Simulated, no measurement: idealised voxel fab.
process module | voxel self aligned contacts
cross-section cut | 180 nm wide | cells 5 nm
A cross-section is a grid of square cells, given in bands from the top down. A band is one or more rows of cells.
Each band's line starts with the height of the band's top and of its bottom, in nm. Then come its materials from left to right, each with its width in nm. One material with "throughout" fills the band from edge to edge. "air" is empty space.
Height 0 is the level under which the wafer as received is all one material. The lowest band goes on downwards, as in "0 down".
A width such as "30 to 40" changes by the same amount from each row of cells to the next, from the band's top row to its bottom row.
"no change" after a step means that no cell of the cross-section changed.
closed voids: empty space of 8 cells or more with no open way to the top, each as width x height at its distance from the left edge, in nm
after a step's settings: what the simulator itself notes on the step
overlay nm, on a step with a mask: how far to the right of its planned place the mask lay; to the left if negative
plan
1 op RECEIVE | material Si
2 op CONFORMAL_DEP | material SiO2 | thk nm 5
3 op DIRECTIONAL_DEP | material polySi | thk nm 25
4 op DIRECTIONAL_DEP | material SiN | thk nm 20
5 op PATTERN | tone cover | mask id GATE | material resist | width nm 25 | pitch nm 65 | thk nm 20 | overlay nm 0
6 op DIRECTIONAL_ETCH | etch materials SiN | depth nm 20
7 op DIRECTIONAL_ETCH | etch materials polySi | depth nm 25
8 op STRIP | etch materials resist
9 op CONFORMAL_DEP | material SiN | thk nm 10
10 op DIRECTIONAL_ETCH | etch materials SiN | depth nm 10
11 op FILL_DEP | material SiO2 | thk nm 20
12 op CMP | height nm 60
13 op PATTERN | tone open | mask id CONTACT | material resist | width nm 50 | thk nm 15 | overlay nm 0
14 op DIRECTIONAL_ETCH | etch materials SiO2 | depth nm 60
15 op STRIP | etch materials resist
16 op CONFORMAL_DEP | material TiN | thk nm 5
17 op FILL_DEP | material Ru | thk nm 5
18 op CMP | height nm 60
19 op CONFORMAL_DEP | material SiCN | thk nm 5
as received, after step 1
  0 down: Si throughout
  closed voids: none
a wafer at the end: this start, this plan, one mistake
  65 to 60: SiCN throughout
  60 to 50: SiO2 55 | TiN 5 to 30 | Ru 40 to 10 | TiN 5 to 10 | SiO2 75
  50 to 30: SiO2 35 | SiN 45 | TiN 5 | Ru 10 | TiN 5 | SiN 45 | SiO2 35
  30 to 5: SiO2 35 | SiN 10 | polySi 25 | SiN 10 | TiN 5 | Ru 10 | TiN 5 | SiN 10 | polySi 25 | SiN 10 | SiO2 35
  5 to 0: SiO2 80 | TiN 20 | SiO2 80
  0 down: Si throughout
  closed voids: none
what went wrong: step 13 ran as: op PATTERN | tone open | mask id CONTACT | material resist | width nm 50 | thk nm 15 | overlay nm -10
